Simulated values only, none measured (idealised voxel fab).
The following process module bears the name voxel self aligned contacts.
In the cross-section labelled cut, the width is 240 nm and each square cell is 5 nm.
This document writes a cross-section as a grid whose cells are square, and gives it as bands, listed from the top down; one or more rows of cells form a band. Band: top and bottom heights (nm) first, top before bottom; then materials from left to right, widths in nm. "full width" marks a sole material filling the band edge to edge. "air" denotes empty space. Where do heights start? At 0: under that level the wafer as delivered is made of one material only. And the lowest band has no floor; it just carries on downward, as in "from 0 down". Think of "30..40" as a width that walks from the first number to the second as you go down the band, top row to bottom row, taking equal-sized steps from row to row. Any step labelled "no modifications" changed none of the cells in the cross-section. "Internal closed voids" enumerates empty spaces isolated from the top, with no open way to it, that contain at least 8 cells, giving each as width x height at distance from the left edge, all three in nm. Read whatever lies past the settings on a step's line as the simulator's own remark about the step. For masked steps, "overlay nm" on the step line gives how far right of plan the mask actually lay; a minus sign means it lay to the left.
PROCESS STEPS (PLANNED)
1,RECEIVE [material Si]
2,OXIDIZE [depth nm 5]
3,DIRECTIONAL_DEP [material polySi] [thk nm 30]
4,DIRECTIONAL_DEP [material SiN] [thk nm 20]
5,PATTERN [tone cover] [mask id GATE] [material resist] [width nm 35] [pitch nm 70] [thk nm 15] [overlay nm 0]
6,DIRECTIONAL_ETCH [etch materials SiN] [depth nm 20]
7,DIRECTIONAL_ETCH [etch materials polySi] [depth nm 30]
8,STRIP [etch materials resist]
9,CONFORMAL_DEP [material SiN] [thk nm 10]
10,DIRECTIONAL_ETCH [etch materials SiN] [depth nm 10]
11,FILL_DEP [material SiO2] [thk nm 15]
12,CMP [height nm 60]
13,DIRECTIONAL_DEP [material aC] [thk nm 10]
14,PATTERN [tone open] [mask id CONTACT] [material resist] [width nm 55] [pitch nm 70] [thk nm 30] [overlay nm 0]
15,DIRECTIONAL_ETCH [etch materials aC] [depth nm 10]
16,STRIP [etch materials resist]
17,DIRECTIONAL_ETCH [etch materials SiO2] [depth nm 65]
18,STRIP [etch materials aC]
19,CONFORMAL_DEP [material TiN] [thk nm 5]
20,FILL_DEP [material W] [thk nm 5]
21,CMP [height nm 60]
22,CONFORMAL_DEP [material SiCN] [thk nm 5]
INCOMING WAFER IN CROSS-SECTION (STATE: AFTER STEP 1)
	from 0 down | Si full width
	Internal closed voids: none
CROSS-SECTION, END OF MODULE. START: AS ABOVE. PLAN: AS ABOVE. EXECUTION: ONE MISTAKE
	from 65 to 60 | SiCN full width
	from 60 to 50 | 55 nm SiO2, 5..25 nm TiN, 45..5 nm W, 5..25 nm TiN, 15 nm SiO2, 5..25 nm TiN, 45..5 nm W, 5..25 nm TiN, 60 nm SiO2
	from 50 to 30 | 20 nm SiO2, 55 nm SiN, 5 nm TiN, 5 nm W, 5 nm TiN, 55 nm SiN, 5 nm TiN, 5 nm W, 5 nm TiN, 55 nm SiN, 25 nm SiO2
	from 30 to 15 | 20 nm SiO2, 10 nm SiN, 35 nm polySi, 10 nm SiN, 5 nm TiN, 5 nm W, 5 nm TiN, 10 nm SiN, 35 nm polySi, 10 nm SiN, 5 nm TiN, 5 nm W, 5 nm TiN, 10 nm SiN, 35 nm polySi, 10 nm SiN, 25 nm SiO2
	from 15 to 10 | 20 nm SiO2, 10 nm SiN, 35 nm polySi, 10 nm SiN, 15 nm TiN, 10 nm SiN, 35 nm polySi, 10 nm SiN, 15 nm TiN, 10 nm SiN, 35 nm polySi, 10 nm SiN, 25 nm SiO2
	from 10 to 0 | 30 nm SiN, 35 nm polySi, 35 nm SiN, 35 nm polySi, 35 nm SiN, 35 nm polySi, 35 nm SiN
	from 0 to -5 | SiO2 full width
	from -5 down | Si full width
	Internal closed voids: none
Deviation noted in wafer processing: steps 9 and 10 of the plan were each performed in the slot designated for the other
